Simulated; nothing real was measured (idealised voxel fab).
Process module, titled voxel tone inversion
Displayed cross-section: cut, width of 230 nm, square cells sized 5 nm.
Heads up, the way a cross-section reads in here is a grid of square cells, handed over as bands from the top down, with every band being one or more rows of cells.
This entry defines a band. It first specifies the height of the band's top and the height of its bottom in nm, and then specifies the band's materials from left to right, stating each material with its width in nm. The word "everywhere" identifies a single material that fills the band from edge to edge, while the word "blank" identifies empty space.
Where do heights start? At 0: under that level the wafer as delivered is made of one material only. And the lowest band has no floor; it just carries on downward, as in "0 nm and below".
With a width like "30..40", each row of cells in the band differs from the next by the same amount, the top row carrying the first number and the bottom row the second.
Any step labelled "no alterations made" changed none of the cells in the cross-section.
Basically, "Closed voids list" tells you about the enclosed voids: empty spaces with no open way to the top, 8 cells or bigger, each written width x height at distance, where distance is from the left edge, all in nm.
That trailing text on a step's line, after the settings, is the simulator's own remark on the step.
overlay nm: for a step with a mask, the amount by which the mask lay right of where it was planned; a negative amount means left of it.

Set out below are the planned steps of the process
- 1: RECEIVE,material Si
- 2: CONFORMAL_DEP,material SiN,thk nm 5
- 3: DIRECTIONAL_DEP,material aC,thk nm 15
- 4: PATTERN,tone cover,mask id POSTS,material resist,width nm 25,pitch nm 40,thk nm 20,overlay nm 0
- 5: DIRECTIONAL_ETCH,etch materials aC,depth nm 15
- 6: STRIP,etch materials resist
- 7: FILL_DEP,material lowk,thk nm 10
- 8: CMP,height nm 20
- 9: STRIP,etch materials aC
- 10: CONFORMAL_DEP,material TiN,thk nm 5
- 11: FILL_DEP,material Ru,thk nm 5
- 12: CMP,height nm 20
- 13: CONFORMAL_DEP,material SiN,thk nm 5

Delivered wafer in cross-section: state after step 1
- 0 nm and below | Si everywhere
- Closed voids list: none

Starting wafer: above. Plan: above. Run: one mistake. Cross-section after the module: below
- 25 nm to 20 nm | SiN everywhere
- 20 nm to 10 nm | lowk: 85  TiN: 5  Ru: 5  TiN: 5  lowk: 25  TiN: 5  Ru: 5  TiN: 5  lowk: 90
- 10 nm to 5 nm | lowk: 85  TiN: 15  lowk: 25  TiN: 15  lowk: 90
- 5 nm to 0 nm | SiN everywhere
- 0 nm and below | Si everywhere
- Closed voids list: none
Plan not followed: step 4 ran with different settings than intended, the actual operation and settings being PATTERN,tone cover,mask id POSTS,material resist,width nm 15,pitch nm 40,thk nm 20,overlay nm 0
